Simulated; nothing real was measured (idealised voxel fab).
Presented below is a process module, voxel plated lines.
Shown is cross-section cut, with a width of 180 nm and square cells of size 5 nm.
Heads up, the way a cross-section reads in here is a grid of square cells, handed over as bands from the top down, with every band being one or more rows of cells. It is stipulated that each band's entry specify, in nanometres, the height of the top of the band and then that of its bottom, followed by the materials of the band in left-to-right sequence, each together with its width in nanometres. A single material marked by the word "all across" is understood to fill the band from edge to edge; the word "empty" is understood to denote empty space. For the purposes of this specification, 0 denotes the height below which the wafer in its as-received condition is composed wholly of one material, and the lowermost band, lacking a lower limit, extends downward without end, as expressed in "top 0, no bottom". A width given as "30->40" starts at the first number in the band's top row and ends at the second number in its bottom row, shifting by an equal amount at every step from row to row. Key: "no change" - step with no changed cell in the cross-section. Listed in "Voids lacking openings": every empty space of 8 or more cells without an open way to the top. Form: width x height at distance, the distance being from the left edge, all in nm. Note: text after step settings on the step line = simulator remark on that step. The "overlay nm" setting may appear on a step's line; for a step that uses a mask, it gives how far to the right of its planned position the mask lay, and a negative value indicates the left.
Set out below are the planned steps of the process:
1 RECEIVE,material Si
2 CONFORMAL_DEP,material SiO2,thk nm 15
3 DIRECTIONAL_DEP,material TiN,thk nm 5
4 PATTERN,tone open,mask id LINES,material resist,width nm 15,pitch nm 30,thk nm 20,overlay nm 0
5 EPI,material Ru,thk nm 5
6 STRIP,etch materials resist
7 DIRECTIONAL_ETCH,etch materials TiN,depth nm 5
8 CONFORMAL_DEP,material SiO2,thk nm 5
Received-state cross-section, reflecting completion of step 1:
	top 0, no bottom = Si all across
	Voids lacking openings: none
a wafer at the end: this start, this plan, one mistake:
	top 30, bottom 25 = empty=60, then SiO2=25, then empty=5, then SiO2=25, then empty=65
	top 25, bottom 20 = empty=60, then SiO2=5, then Ru=15, then SiO2=5, then empty=5, then SiO2=5, then Ru=15, then SiO2=5, then empty=65
	top 20, bottom 15 = SiO2=65, then TiN=15, then SiO2=15, then TiN=15, then SiO2=70
	top 15, bottom 0 = Ru all across
	top 0, no bottom = Si all across
	Voids lacking openings: none
The mistake made against the process plan was this: in deviation from the planned setting, step 2 was conducted as CONFORMAL_DEP,material Ru,thk nm 15
